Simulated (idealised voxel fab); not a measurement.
The process module that follows is named voxel self aligned contacts.
Section shown: cut. Width: 260 nm. Cell size: 5 nm, square.
Cross-section, as written here: a square-cell grid given band by band from the top down, where a band holds one or more rows of cells.
Top height, bottom height, nm. Materials left to right, width each, nm. Single material + "edge to edge" = fills band edge to edge. "air" = empty.
Measure heights from 0. That's the level where, below it, the as-received wafer is all one material. The lowest band is bottomless and extends downward; write it as in "top 0, no bottom".
The notation "30 to 40" denotes a width that varies across the rows of cells in the band, beginning at the first number in the top row, finishing at the second number in the bottom row, and changing by an identical amount from each row to the next.
Step note "left unchanged" = no cross-section cell changed.
"Enclosed empty spaces" enumerates empty spaces isolated from the top, with no open way to it, that contain at least 8 cells, giving each as width x height at distance from the left edge, all three in nm.
Formally, on a step line, whatever follows the settings is a remark that the simulator itself makes on the step.
The "overlay nm" setting may appear on a step's line; for a step that uses a mask, it gives how far to the right of its planned position the mask lay, and a negative value indicates the left.
Below is the list of planned process steps
1,RECEIVE,material Si
2,CONFORMAL_DEP,material SiO2,thk nm 5
3,DIRECTIONAL_DEP,material polySi,thk nm 30
4,DIRECTIONAL_DEP,material SiN,thk nm 20
5,DIRECTIONAL_DEP,material aC,thk nm 15
6,PATTERN,tone cover,mask id GATE,material resist,width nm 25,pitch nm 55,thk nm 35,overlay nm -15
7,DIRECTIONAL_ETCH,etch materials aC,depth nm 15
8,STRIP,etch materials resist
9,DIRECTIONAL_ETCH,etch materials SiN,depth nm 20
10,DIRECTIONAL_ETCH,etch materials polySi,depth nm 30
11,STRIP,etch materials aC
12,CONFORMAL_DEP,material SiN,thk nm 5
13,DIRECTIONAL_ETCH,etch materials SiN,depth nm 5
14,FILL_DEP,material SiO2,thk nm 20
15,CMP,height nm 65
16,DIRECTIONAL_DEP,material aC,thk nm 10
17,PATTERN,tone open,mask id CONTACT,material resist,width nm 40,thk nm 25,overlay nm 0
18,DIRECTIONAL_ETCH,etch materials aC,depth nm 10
19,STRIP,etch materials resist
20,DIRECTIONAL_ETCH,etch materials SiO2,depth nm 65
21,STRIP,etch materials aC
22,CONFORMAL_DEP,material TiN,thk nm 5
23,FILL_DEP,material W,thk nm 5
24,CMP,height nm 65
25,CONFORMAL_DEP,material SiCN,thk nm 5
It is noted that the wafers described herein are identical at the outset and are distinguished by the overlay nm of step 6; the value stated in the plan corresponds to the first wafer.
The first of several wafers, as received after step 1, seen in section
  top 0, no bottom: Si edge to edge
  Enclosed empty spaces: none
The cross-section of the first of several wafers is given below for the end of the module, after its final step, step 25
  top 70, bottom 65: SiCN edge to edge
  top 65, bottom 55: SiO2=110  TiN=5  W=30 to 5  TiN=5 to 30  SiO2=110
  top 55, bottom 35: SiO2=70  SiN=35  SiO2=5  TiN=5  W=5  TiN=5  SiN=35  SiO2=100
  top 35, bottom 5: SiO2=70  SiN=5  polySi=25  SiN=5  SiO2=5  TiN=5  W=5  TiN=5  SiN=5  polySi=25  SiN=5  SiO2=100
  top 5, bottom 0: SiO2=110  TiN=15  SiO2=135
  top 0, no bottom: Si edge to edge
  Enclosed empty spaces: none
Cross-sectional view of the final wafer of several at the module's end
  top 70, bottom 65: SiCN edge to edge
  top 65, bottom 55: SiO2=110  TiN=5 to 30  W=30 to 5  TiN=5  SiO2=110
  top 55, bottom 35: SiO2=100  SiN=35  TiN=5  W=5  TiN=5  SiO2=5  SiN=35  SiO2=70
  top 35, bottom 5: SiO2=100  SiN=5  polySi=25  SiN=5  TiN=5  W=5  TiN=5  SiO2=5  SiN=5  polySi=25  SiN=5  SiO2=70
  top 5, bottom 0: SiO2=135  TiN=15  SiO2=110
  top 0, no bottom: Si edge to edge
  Enclosed empty spaces: none
Per-wafer rows below. For each material: cells gained (+) or lost (-) since the wafer was received, as of end of module. Then: closed voids
overlay nm -15; +52 SiCN; +80 SiN; +487 SiO2; +32 TiN; +17 W; +60 polySi; Enclosed empty spaces: none
overlay nm -10; +52 SiCN; +80 SiN; +476 SiO2; +32 TiN; +28 W; +60 polySi; Enclosed empty spaces: none
overlay nm -5; +52 SiCN; +80 SiN; +476 SiO2; +32 TiN; +28 W; +60 polySi; Enclosed empty spaces: none
overlay nm 0; +52 SiCN; +80 SiN; +476 SiO2; +32 TiN; +28 W; +60 polySi; Enclosed empty spaces: none
overlay nm 5; +52 SiCN; +80 SiN; +476 SiO2; +32 TiN; +28 W; +60 polySi; Enclosed empty spaces: none
overlay nm 10; +52 SiCN; +80 SiN; +476 SiO2; +32 TiN; +28 W; +60 polySi; Enclosed empty spaces: none
overlay nm 15; +52 SiCN; +80 SiN; +487 SiO2; +32 TiN; +17 W; +60 polySi; Enclosed empty spaces: none
